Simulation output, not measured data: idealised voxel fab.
Module name: voxel quadruple lines (process module)
Pictured: cross-section cut, 245 nm wide, on a grid of 5 nm square cells.
Cross-section layout: square cells on a grid; listed as bands, top to bottom; a band spans one or more cell rows.
Top, bottom (nm), then materials left to right with widths (nm); lone material tagged "edge to edge" fills the whole band edge to edge; "blank" = empty space.
Measure heights from 0. That's the level where, below it, the as-received wafer is all one material. The lowest band is bottomless and extends downward; write it as in "0 down".
The expression "30..40" gives the width at the extremes of the band, the first number at its top row of cells and the second at its bottom row, with the width changing by equal amounts from each row to the next in between.
A step reported as "no change" is a step in which no cell of the cross-section changed.
Empty spaces counting at least 8 cells and having no open way to the top are listed in "Closed void roster". The notation width x height at distance is used for each, the distance being from the left edge and all three values in nm.
The remark found on a step's line after its settings is issued by the simulator itself and pertains to that step.
The setting "overlay nm" may be written on the line of a step. When the step uses a mask, the value reports how far to the right of the planned place the mask lay, and a negative value reports that it lay to the left.
So here's the lineup of process steps we planned
- 1: RECEIVE with material Si
- 2: CONFORMAL_DEP with material Al2O3, thk nm 5
- 3: DIRECTIONAL_DEP with material TiN, thk nm 10
- 4: DIRECTIONAL_DEP with material polySi, thk nm 20
- 5: DIRECTIONAL_DEP with material aC, thk nm 20
- 6: PATTERN with tone cover, mask id MANDREL, material resist, width nm 20, pitch nm 60, thk nm 25, overlay nm -15
- 7: DIRECTIONAL_ETCH with etch materials aC, depth nm 20
- 8: STRIP with etch materials resist
- 9: CONFORMAL_DEP with material SiO2, thk nm 10
- 10: DIRECTIONAL_ETCH with etch materials SiO2, depth nm 10
- 11: STRIP with etch materials aC
- 12: DIRECTIONAL_ETCH with etch materials polySi, depth nm 20
- 13: STRIP with etch materials SiO2
- 14: CONFORMAL_DEP with material SiCN, thk nm 5
- 15: DIRECTIONAL_ETCH with etch materials SiCN, depth nm 5
- 16: STRIP with etch materials polySi
- 17: DIRECTIONAL_ETCH with etch materials TiN, depth nm 10
- 18: STRIP with etch materials SiCN
- 19: FILL_DEP with material SiO2, thk nm 5
- 20: CMP with height nm 15
Wafers differ in overlay nm at step 6; plan lists the first wafer's value; identical starting state.
Cut through the first of several wafers as received, post step 1
- 0 down = Si edge to edge
- Closed void roster: none
Gained (+) or lost (-) cells of each material since receipt, then closed voids: one row per wafer, at the end of the module
overlay nm -15; +49 Al2O3; +82 SiO2; +16 TiN; Closed void roster: none
overlay nm -10; +49 Al2O3; +82 SiO2; +16 TiN; Closed void roster: none
overlay nm -5; +49 Al2O3; +82 SiO2; +16 TiN; Closed void roster: none
overlay nm 0; +49 Al2O3; +82 SiO2; +16 TiN; Closed void roster: none
overlay nm 5; +49 Al2O3; +82 SiO2; +16 TiN; Closed void roster: none
overlay nm 10; +49 Al2O3; +82 SiO2; +16 TiN; Closed void roster: none
overlay nm 15; +49 Al2O3; +82 SiO2; +16 TiN; Closed void roster: none
